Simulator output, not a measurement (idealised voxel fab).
The document below concerns the process module designated voxel transistor to metal.
It is cross-section cut that appears here, measuring 170 nm in width, its square cells being 5 nm in size.
Bands, listed from the top down, are how a cross-section gets written in this document; the cross-section itself is a grid of square cells, and a band is one or more rows of them. Read a band's entry like this: the first values are the height of its top and the height of its bottom in nm, and what follows is the sequence of materials from left to right, each with its width in nm. Note that "empty" is empty space, and that a single material marked "edge to edge" reaches across the band from edge to edge. Beneath 0, the wafer as received is one material, and that level is where height counting begins. The lowest band goes on downward without a bottom; it is written like "from 0 down". Quick explanation for "30..40": the width changes in equal steps down the rows of cells, from the first number in the band's top row to the second number in its bottom row. "all unchanged" -> step changed no cross-section cell. So "Closed voids list" is basically the list of trapped voids: any empty space of 8 cells or more that can't reach the top through an opening. They're written width x height at distance, the distance being from the left edge, and it's all nm. Anything after a step's settings on that line? It's the simulator's own note about the step. overlay nm: mask right of planned place by this much (step with mask). Neg. = left.
## The planned process steps are enumerated hereunder
| 1 | RECEIVE (material Si) |
| 2 | OXIDIZE (depth nm 5) |
| 3 | CONFORMAL_DEP (material SiN; thk nm 15) |
| 4 | PATTERN (tone cover; mask id ACTIVE; material resist; width nm 100; thk nm 15; overlay nm 0) |
| 5 | DIRECTIONAL_ETCH (etch materials SiN; depth nm 15) |
| 6 | DIRECTIONAL_ETCH (etch materials SiO2; depth nm 5) |
| 7 | DIRECTIONAL_ETCH (etch materials Si; depth nm 25) |
| 8 | STRIP (etch materials resist) |
| 9 | OXIDIZE (depth nm 5) |
| 10 | FILL_DEP (material SiO2; thk nm 5) |
| 11 | CMP (height nm 15) |
| 12 | SELECTIVE_ETCH (etch materials SiO2; depth nm 5) |
| 13 | STRIP (etch materials SiN) |
| 14 | SELECTIVE_ETCH (etch materials SiO2; depth nm 5) |
| 15 | OXIDIZE (depth nm 5) |
| 16 | DIRECTIONAL_DEP (material polySi; thk nm 30) |
| 17 | DIRECTIONAL_DEP (material SiCN; thk nm 10) |
| 18 | PATTERN (tone cover; mask id GATE; material resist; width nm 20; thk nm 15; overlay nm 0) |
| 19 | DIRECTIONAL_ETCH (etch materials SiCN; depth nm 20) |
| 20 | DIRECTIONAL_ETCH (etch materials polySi; depth nm 40) |
| 21 | STRIP (etch materials resist) |
| 22 | CONFORMAL_DEP (material SiO2; thk nm 5) |
| 23 | DIRECTIONAL_ETCH (etch materials SiO2; depth nm 5) |
| 24 | CONFORMAL_DEP (material SiN; thk nm 5) |
| 25 | DIRECTIONAL_ETCH (etch materials SiN; depth nm 5) |
| 26 | DIRECTIONAL_ETCH (etch materials SiO2; depth nm 5) |
| 27 | DIRECTIONAL_ETCH (etch materials Si; depth nm 5) |
| 28 | EPI (material pSi; thk nm 5) |
| 29 | FILL_DEP (material SiO2; thk nm 10) |
| 30 | CMP (height nm 35) |
| 31 | DIRECTIONAL_DEP (material SiO2; thk nm 15) |
| 32 | MASKED_ETCH (tone open; mask id CONTACT; width nm 30; pitch nm 60; etch materials SiO2; depth nm 60; overlay nm 0) |
| 33 | CONFORMAL_DEP (material TiN; thk nm 5) |
| 34 | FILL_DEP (material W; thk nm 5) |
| 35 | CMP (height nm 50) |
| 36 | CONFORMAL_DEP (material SiN; thk nm 5) |
| 37 | DIRECTIONAL_DEP (material SiO2; thk nm 15) |
| 38 | DIRECTIONAL_DEP (material aC; thk nm 15) |
| 39 | PATTERN (tone open; mask id METAL_1; material resist; width nm 20; pitch nm 70; thk nm 30; overlay nm 0) |
| 40 | DIRECTIONAL_ETCH (etch materials aC; depth nm 15) |
| 41 | STRIP (etch materials resist) |
| 42 | DIRECTIONAL_ETCH (etch materials SiO2; depth nm 15) |
| 43 | DIRECTIONAL_ETCH (etch materials SiN; depth nm 5) |
| 44 | STRIP (etch materials aC) |
| 45 | CONFORMAL_DEP (material TiN; thk nm 5) |
| 46 | FILL_DEP (material Cu; thk nm 5) |
| 47 | CMP (height nm 70) |
| 48 | CONFORMAL_DEP (material SiN; thk nm 5) |
## Cross-section of the wafer at receipt, which is the condition after step 1
  from 0 down | Si edge to edge
  Closed voids list: none
## First wafer of two, sectioned at end of module; run went per plan
  from 75 to 70 | SiN edge to edge
  from 70 to 55 | SiO2 (40)  TiN (5)  Cu (10)  TiN (5)  SiO2 (50)  TiN (5)  Cu (10)  TiN (5)  SiO2 (40)
  from 55 to 50 | SiN (40)  TiN (20)  SiN (50)  TiN (20)  SiN (40)
  from 50 to 40 | SiO2 (40)  TiN (5)  W (20)  TiN (5)  SiO2 (30)  TiN (5)  W (20)  TiN (5)  SiO2 (40)
  from 40 to 35 | SiO2 (40)  TiN (5)  W (15)  TiN (10)  SiO2 (30)  TiN (10)  W (15)  TiN (5)  SiO2 (40)
  from 35 to 25 | SiO2 (40)  TiN (5)  W (15)  TiN (5)  SiN (5)  SiO2 (5)  SiCN (20)  SiO2 (5)  SiN (5)  TiN (5)  W (15)  TiN (5)  SiO2 (40)
  from 25 to 5 | SiO2 (40)  TiN (5)  W (15)  TiN (5)  SiN (5)  SiO2 (5)  polySi (20)  SiO2 (5)  SiN (5)  TiN (5)  W (15)  TiN (5)  SiO2 (40)
  from 5 to -5 | SiO2 (35)  SiN (5)  TiN (5)  W (15..10)  TiN (5..10)  SiN (5)  SiO2 (5)  polySi (20)  SiO2 (5)  SiN (5)  TiN (5..10)  W (15..10)  TiN (5)  SiN (5)  SiO2 (35)
  from -5 to -10 | SiO2 (40)  TiN (20)  pSi (5)  SiO2 (40)  pSi (5)  TiN (20)  SiO2 (40)
  from -10 to -15 | SiO2 (40)  pSi (25)  Si (40)  pSi (25)  SiO2 (40)
  from -15 to -35 | SiO2 (40)  Si (90)  SiO2 (40)
  from -35 down | Si edge to edge
  Closed voids list: none
## Same start, same plan as the first wafer - but one mistake in the run. Cross-section of the second of the two at the end of the module
  from 75 to 70 | SiN edge to edge
  from 70 to 55 | SiO2 (40)  TiN (5)  Cu (10)  TiN (5)  SiO2 (50)  TiN (5)  Cu (10)  TiN (5)  SiO2 (40)
  from 55 to 50 | SiN (40)  TiN (20)  SiN (50)  TiN (20)  SiN (40)
  from 50 to 40 | SiO2 (40)  TiN (5)  W (20)  TiN (5)  SiO2 (30)  TiN (5)  W (20)  TiN (5)  SiO2 (40)
  from 40 to 35 | SiO2 (40)  TiN (5)  W (15)  TiN (10)  SiO2 (30)  TiN (10)  W (15)  TiN (5)  SiO2 (40)
  from 35 to 25 | SiO2 (40)  TiN (5)  W (15)  TiN (5)  SiN (5)  SiO2 (5)  SiCN (20)  SiO2 (5)  SiN (5)  TiN (5)  W (15)  TiN (5)  SiO2 (40)
  from 25 to 10 | SiO2 (40)  TiN (5)  W (15)  TiN (5)  SiN (5)  SiO2 (5)  polySi (20)  SiO2 (5)  SiN (5)  TiN (5)  W (15)  TiN (5)  SiO2 (40)
  from 10 to 5 | SiO2 (40)  TiN (25)  SiN (5)  SiO2 (5)  polySi (20)  SiO2 (5)  SiN (5)  TiN (25)  SiO2 (40)
  from 5 to -5 | SiO2 (35)  SiN (5)  SiO2 (25)  SiN (5)  SiO2 (5)  polySi (20)  SiO2 (5)  SiN (5)  SiO2 (25)  SiN (5)  SiO2 (35)
  from -5 to -10 | SiO2 (60)  pSi (5)  SiO2 (40)  pSi (5)  SiO2 (60)
  from -10 to -15 | SiO2 (40)  pSi (25)  Si (40)  pSi (25)  SiO2 (40)
  from -15 to -35 | SiO2 (40)  Si (90)  SiO2 (40)
  from -35 down | Si edge to edge
  Closed voids list: none
Here's what went sideways: twice, step 31 of the plan was run
Per the end-of-run cell counts, the second wafer holds more or fewer of some materials than the first: +28 SiO2, -12 TiN, -16 W
